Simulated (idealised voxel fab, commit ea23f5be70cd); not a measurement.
process module | voxel air gaps
cross-section cut | 215 nm wide | cells 5 nm
A cross-section is a grid of square cells, given in bands from the top down. A band is one or more rows of cells.
Each band's line starts with the height of the band's top and of its bottom, in nm. Then come its materials from left to right, each with its width in nm. One material with "throughout" fills the band from edge to edge. "air" is empty space.
Height 0 is the level under which the wafer as received is all one material. The lowest band goes on downwards, as in "0 down".
A width such as "30 to 40" changes by the same amount from each row of cells to the next, from the band's top row to its bottom row.
"no change" after a step means that no cell of the cross-section changed.
closed voids: empty space of 8 cells or more with no open way to the top, each as width x height at its distance from the left edge, in nm
after a step's settings: what the simulator itself notes on the step
overlay nm, on a step with a mask: how far to the right of its planned place the mask lay; to the left if negative
plan
1 op RECEIVE | material Si
2 op CONFORMAL_DEP | material SiO2 | thk nm 15
3 op CONFORMAL_DEP | material SiCN | thk nm 5
4 op DIRECTIONAL_DEP | material SiO2 | thk nm 30
5 op PATTERN | tone open | mask id LINES | material resist | width nm 15 | pitch nm 45 | thk nm 20 | overlay nm 0
6 op DIRECTIONAL_ETCH | etch materials SiO2 | depth nm 30
7 op STRIP | etch materials resist
8 op CONFORMAL_DEP | material TiN | thk nm 5
9 op FILL_DEP | material W | thk nm 5
10 op CMP | height nm 50
11 op EPI | material Ru | thk nm 10
12 op SELECTIVE_ETCH | etch materials SiO2 | depth nm 40
13 op CONFORMAL_DEP | material SiCN | thk nm 5
as received, after step 1
  0 down: Si throughout
  closed voids: none
a wafer at the end: this start, this plan, one mistake
  65 to 60: SiCN throughout
  60 to 50: Ru throughout
  50 to 45: TiN 35 | W 5 | TiN 40 | W 5 | TiN 40 | W 5 | TiN 40 | W 5 | TiN 40
  45 to 20: SiO2 30 | TiN 5 | W 5 | TiN 5 | SiO2 30 | TiN 5 | W 5 | TiN 5 | SiO2 30 | TiN 5 | W 5 | TiN 5 | SiO2 30 | TiN 5 | W 5 | TiN 5 | SiO2 35
  20 to 15: SiO2 30 | TiN 15 | SiO2 30 | TiN 15 | SiO2 30 | TiN 15 | SiO2 30 | TiN 15 | SiO2 35
  15 to 0: SiO2 throughout
  0 down: Si throughout
  closed voids: none
what went wrong: step 3 was left out
